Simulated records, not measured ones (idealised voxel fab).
This section sets out a process module, namely voxel quadruple lines.
Shown is cross-section cut, with a width of 300 nm and square cells of size 5 nm.
Cross-section = grid of square cells, listed top down in bands; band = one or more rows. Band: top height; bottom height; in nm. Then, left to right: material with width in nm, for each material. "edge to edge": a single material spanning edge to edge. "blank": empty space. We count height from 0. Below that, the starting wafer is all one material. The lowest band never ends at the bottom but goes on down; see "0 down" for how that is written. The notation "30 to 40" denotes a width that varies across the rows of cells in the band, beginning at the first number in the top row, finishing at the second number in the bottom row, and changing by an identical amount from each row to the next. "no change occurred" for a step: no cell of the cross-section changed in that step. This entry, "Closed void inventory", enumerates those empty regions of no fewer than 8 cells that possess no open connection to the top. Each region is reported in the form width x height at distance, the distance being taken from the left edge, with all three quantities expressed in nm. Step line, after settings: the simulator's comment on this step. A step line may carry the setting "overlay nm", which, for steps involving a mask, states the distance by which the mask lay to the right of its intended position; negative values denote displacement to the left.

Set out below are the planned steps of the process
- 1: RECEIVE | material Si
- 2: CONFORMAL_DEP | material Al2O3 | thk nm 5
- 3: DIRECTIONAL_DEP | material W | thk nm 15
- 4: DIRECTIONAL_DEP | material polySi | thk nm 20
- 5: DIRECTIONAL_DEP | material aC | thk nm 25
- 6: PATTERN | tone cover | mask id MANDREL | material resist | width nm 25 | pitch nm 80 | thk nm 35 | overlay nm 0
- 7: DIRECTIONAL_ETCH | etch materials aC | depth nm 25
- 8: STRIP | etch materials resist
- 9: CONFORMAL_DEP | material SiO2 | thk nm 15
- 10: DIRECTIONAL_ETCH | etch materials SiO2 | depth nm 15
- 11: STRIP | etch materials aC
- 12: DIRECTIONAL_ETCH | etch materials polySi | depth nm 20
- 13: STRIP | etch materials SiO2
- 14: CONFORMAL_DEP | material SiCN | thk nm 5
- 15: DIRECTIONAL_ETCH | etch materials SiCN | depth nm 5
- 16: STRIP | etch materials polySi
- 17: DIRECTIONAL_ETCH | etch materials W | depth nm 15
- 18: STRIP | etch materials SiCN
- 19: FILL_DEP | material SiO2 | thk nm 10
- 20: CMP | height nm 20

Wafer at receipt (post step 1), cross-section
	0 down = Si edge to edge
	Closed void inventory: none

End-of-module cross-section of the first of two wafers, processed as planned
	20 to 5 = SiO2 (75)  W (5)  SiO2 (15)  W (5)  SiO2 (15)  W (5)  SiO2 (15)  W (5)  SiO2 (15)  W (5)  SiO2 (15)  W (5)  SiO2 (15)  W (5)  SiO2 (15)  W (5)  SiO2 (80)
	5 to 0 = Al2O3 edge to edge
	0 down = Si edge to edge
	Closed void inventory: none

Here is the second of the two wafers cut open at the end of the module - same start, same plan as the first one, but we made one mistake running it
	15 to 5 = SiO2 (75)  W (5)  SiO2 (15)  W (5)  SiO2 (15)  W (5)  SiO2 (15)  W (5)  SiO2 (15)  W (5)  SiO2 (15)  W (5)  SiO2 (15)  W (5)  SiO2 (15)  W (5)  SiO2 (80)
	5 to 0 = Al2O3 edge to edge
	0 down = Si edge to edge
	Closed void inventory: none
Here's what went sideways: in deviation from the planned setting, step 20 was conducted as CMP | height nm 15
Wafer comparison, final, in cells, second relative to first, materials more or fewer: SiO2: 52 fewer | W: 8 fewer
